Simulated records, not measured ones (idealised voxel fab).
The following is a process module called voxel self aligned vias.
cross-section cut | 280 nm wide | cells 5 nm
Heads up, the way a cross-section reads in here is a grid of square cells, handed over as bands from the top down, with every band being one or more rows of cells.
Heights first: top, then bottom, in nm. Then materials, left to right, each with a width in nm. "all across" on a single material: fills the band edge to edge. "air": empty space.
We count height from 0. Below that, the starting wafer is all one material. The lowest band never ends at the bottom but goes on down; see "0 down" for how that is written.
Top row gets the first number, bottom row gets the second, and each row in between changes by the same step: that is how a band width like "30 to 40" works.
A step reported as "remained the same" is a step in which no cell of the cross-section changed.
Heads up: "Closed void roster" only lists the empty pockets with no open path to the top that are 8 cells or more, and it writes them as width x height at distance, distance from the left edge, in nm.
Text after the settings on a step's line: the simulator's own remark on that step.
overlay nm: mask right of planned place by this much (step with mask). Neg. = left.
Set out below are the planned steps of the process:
1 RECEIVE [material Si]
2 CONFORMAL_DEP [material SiO2] [thk nm 15]
3 CONFORMAL_DEP [material SiCN] [thk nm 5]
4 DIRECTIONAL_DEP [material lowk] [thk nm 30]
5 MASKED_ETCH [tone open] [mask id LINES] [width nm 30] [pitch nm 75] [etch materials lowk] [depth nm 30] [overlay nm 0]
6 CONFORMAL_DEP [material TiN] [thk nm 5]
7 FILL_DEP [material W] [thk nm 10]
8 CMP [height nm 50]
9 SELECTIVE_ETCH [etch materials W Ru TiN] [depth nm 10]
10 FILL_DEP [material SiN] [thk nm 10]
11 CMP [height nm 50]
12 DIRECTIONAL_DEP [material lowk] [thk nm 20]
13 MASKED_ETCH [tone open] [mask id VIAS] [width nm 50] [etch materials lowk] [depth nm 20] [overlay nm 0]
14 MASKED_ETCH [tone open] [mask id VIAS] [width nm 50] [etch materials SiN] [depth nm 10] [overlay nm 0]
15 CONFORMAL_DEP [material TiN] [thk nm 5]
16 FILL_DEP [material Ru] [thk nm 5]
17 CMP [height nm 70]
18 CONFORMAL_DEP [material SiN] [thk nm 5]
The cross-section here shows the wafer as received, i.e. in its state after step 1:
0 down = Si all across
Closed void roster: none
First of two wafers: cross-section at end of module, run per plan:
75 to 70 = SiN all across
70 to 55 = lowk 75 nm, TiN 5 nm, Ru 40 nm, TiN 5 nm, lowk 155 nm
55 to 50 = lowk 75 nm, TiN 15 nm, Ru 20 nm, TiN 15 nm, lowk 155 nm
50 to 45 = lowk 85 nm, TiN 5 nm, Ru 20 nm, TiN 5 nm, lowk 45 nm, SiN 30 nm, lowk 90 nm
45 to 40 = lowk 85 nm, TiN 30 nm, lowk 45 nm, SiN 30 nm, lowk 90 nm
40 to 25 = lowk 85 nm, TiN 5 nm, W 20 nm, TiN 5 nm, lowk 45 nm, TiN 5 nm, W 20 nm, TiN 5 nm, lowk 90 nm
25 to 20 = lowk 85 nm, TiN 30 nm, lowk 45 nm, TiN 30 nm, lowk 90 nm
20 to 15 = SiCN all across
15 to 0 = SiO2 all across
0 down = Si all across
Closed void roster: none
This cross-section belongs to the second wafer of two at the end of the module; the start and the plan were shared with the first, and the run included one mistake:
75 to 70 = SiN all across
70 to 50 = lowk 75 nm, TiN 5 nm, Ru 40 nm, TiN 5 nm, lowk 155 nm
50 to 45 = SiN 75 nm, TiN 5 nm, Ru 40 nm, TiN 5 nm, SiN 155 nm
45 to 40 = SiN 75 nm, TiN 50 nm, SiN 155 nm
40 to 35 = TiN 90 nm, W 20 nm, TiN 55 nm, W 20 nm, TiN 95 nm
35 to 10 = lowk 85 nm, TiN 5 nm, W 20 nm, TiN 5 nm, lowk 45 nm, TiN 5 nm, W 20 nm, TiN 5 nm, lowk 90 nm
10 to 5 = lowk 85 nm, TiN 30 nm, lowk 45 nm, TiN 30 nm, lowk 90 nm
5 to 0 = SiCN all across
0 down = Si all across
Closed void roster: none
Plan not followed: step 2 of the plan never got run, it was skipped over
Per the end-of-run cell counts, the second wafer holds more or fewer of some materials than the first: +8 Ru, +80 SiN, -168 SiO2, +56 TiN, +24 W
